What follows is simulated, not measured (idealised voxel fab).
process module | voxel spacer lines
cross-section cut | 260 nm wide | cells 5 nm
A cross-section is a grid of square cells, given in bands from the top down. A band is one or more rows of cells.
Each band's line starts with the height of the band's top and of its bottom, in nm. Then come its materials from left to right, each with its width in nm. One material with "throughout" fills the band from edge to edge. "air" is empty space.
Height 0 is the level under which the wafer as received is all one material. The lowest band goes on downwards, as in "0 down".
A width such as "30 to 40" changes by the same amount from each row of cells to the next, from the band's top row to its bottom row.
"no change" after a step means that no cell of the cross-section changed.
closed voids: empty space of 8 cells or more with no open way to the top, each as width x height at its distance from the left edge, in nm
after a step's settings: what the simulator itself notes on the step
overlay nm, on a step with a mask: how far to the right of its planned place the mask lay; to the left if negative
plan
1 op RECEIVE | material Si
2 op CONFORMAL_DEP | material SiO2 | thk nm 5
3 op DIRECTIONAL_DEP | material TiN | thk nm 15
4 op DIRECTIONAL_DEP | material aC | thk nm 25
5 op PATTERN | tone cover | mask id MANDREL | material resist | width nm 25 | pitch nm 80 | thk nm 35 | overlay nm 0
6 op DIRECTIONAL_ETCH | etch materials aC | depth nm 25
7 op STRIP | etch materials resist
8 op CONFORMAL_DEP | material SiN | thk nm 15
9 op DIRECTIONAL_ETCH | etch materials SiN | depth nm 15
10 op STRIP | etch materials aC
11 op DIRECTIONAL_ETCH | etch materials TiN | depth nm 15
12 op STRIP | etch materials SiN
first wafer, as planned
as received, after step 1
  0 down: Si throughout
  closed voids: none
after step 2
  5 to 0: SiO2 throughout
  below 0: unchanged
after step 3
  20 to 5: TiN throughout
  below 5: unchanged
after step 4
  45 to 20: aC throughout
  below 20: unchanged
after step 5
  80 to 45: air 35 | resist 25 | air 55 | resist 25 | air 55 | resist 25 | air 40
  below 45: unchanged
after step 6
  55 to 45: air 35 | resist 25 | air 55 | resist 25 | air 55 | resist 25 | air 40
  45 to 20: air 35 | aC 25 | air 55 | aC 25 | air 55 | aC 25 | air 40
  below 20: unchanged
after step 7
  45 to 20: air 35 | aC 25 | air 55 | aC 25 | air 55 | aC 25 | air 40
  below 20: unchanged
after step 8
  60 to 45: air 20 | SiN 55 | air 25 | SiN 55 | air 25 | SiN 55 | air 25
  45 to 35: air 20 | SiN 15 | aC 25 | SiN 15 | air 25 | SiN 15 | aC 25 | SiN 15 | air 25 | SiN 15 | aC 25 | SiN 15 | air 25
  35 to 20: SiN 35 | aC 25 | SiN 55 | aC 25 | SiN 55 | aC 25 | SiN 40
  below 20: unchanged
after step 9
  45 to 20: air 20 | SiN 15 | aC 25 | SiN 15 | air 25 | SiN 15 | aC 25 | SiN 15 | air 25 | SiN 15 | aC 25 | SiN 15 | air 25
  below 20: unchanged
after step 10
  45 to 20: air 20 | SiN 15 | air 25 | SiN 15 | air 25 | SiN 15 | air 25 | SiN 15 | air 25 | SiN 15 | air 25 | SiN 15 | air 25
  below 20: unchanged
after step 11
  45 to 20: air 20 | SiN 15 | air 25 | SiN 15 | air 25 | SiN 15 | air 25 | SiN 15 | air 25 | SiN 15 | air 25 | SiN 15 | air 25
  20 to 5: air 20 | TiN 15 | air 25 | TiN 15 | air 25 | TiN 15 | air 25 | TiN 15 | air 25 | TiN 15 | air 25 | TiN 15 | air 25
  below 5: unchanged
after step 12
  20 to 5: air 20 | TiN 15 | air 25 | TiN 15 | air 25 | TiN 15 | air 25 | TiN 15 | air 25 | TiN 15 | air 25 | TiN 15 | air 25
  below 5: unchanged
second wafer: like start, like plan, one mistake. Through step 4 it matches the first wafer
when step 5 should have ended
  80 to 45: air 40 | resist 20 | air 60 | resist 20 | air 60 | resist 20 | air 40
  below 45: unchanged
when step 6 should have ended
  55 to 45: air 40 | resist 20 | air 60 | resist 20 | air 60 | resist 20 | air 40
  45 to 20: air 40 | aC 20 | air 60 | aC 20 | air 60 | aC 20 | air 40
  below 20: unchanged
when step 7 should have ended
  45 to 20: air 40 | aC 20 | air 60 | aC 20 | air 60 | aC 20 | air 40
  below 20: unchanged
when step 8 should have ended
  60 to 45: air 25 | SiN 50 | air 30 | SiN 50 | air 30 | SiN 50 | air 25
  45 to 35: air 25 | SiN 15 | aC 20 | SiN 15 | air 30 | SiN 15 | aC 20 | SiN 15 | air 30 | SiN 15 | aC 20 | SiN 15 | air 25
  35 to 20: SiN 40 | aC 20 | SiN 60 | aC 20 | SiN 60 | aC 20 | SiN 40
  below 20: unchanged
when step 9 should have ended
  45 to 20: air 25 | SiN 15 | aC 20 | SiN 15 | air 30 | SiN 15 | aC 20 | SiN 15 | air 30 | SiN 15 | aC 20 | SiN 15 | air 25
  below 20: unchanged
when step 10 should have ended
  45 to 20: air 25 | SiN 15 | air 20 | SiN 15 | air 30 | SiN 15 | air 20 | SiN 15 | air 30 | SiN 15 | air 20 | SiN 15 | air 25
  below 20: unchanged
when step 11 should have ended
  45 to 20: air 25 | SiN 15 | air 20 | SiN 15 | air 30 | SiN 15 | air 20 | SiN 15 | air 30 | SiN 15 | air 20 | SiN 15 | air 25
  20 to 5: air 25 | TiN 15 | air 20 | TiN 15 | air 30 | TiN 15 | air 20 | TiN 15 | air 30 | TiN 15 | air 20 | TiN 15 | air 25
  below 5: unchanged
when step 12 should have ended
  20 to 5: air 25 | TiN 15 | air 20 | TiN 15 | air 30 | TiN 15 | air 20 | TiN 15 | air 30 | TiN 15 | air 20 | TiN 15 | air 25
  below 5: unchanged
what went wrong: step 5 ran as: op PATTERN | tone cover | mask id MANDREL | material resist | width nm 20 | pitch nm 80 | thk nm 35 | overlay nm 0
at the end the second wafer has, in cells: as many of each material as the first, in other places
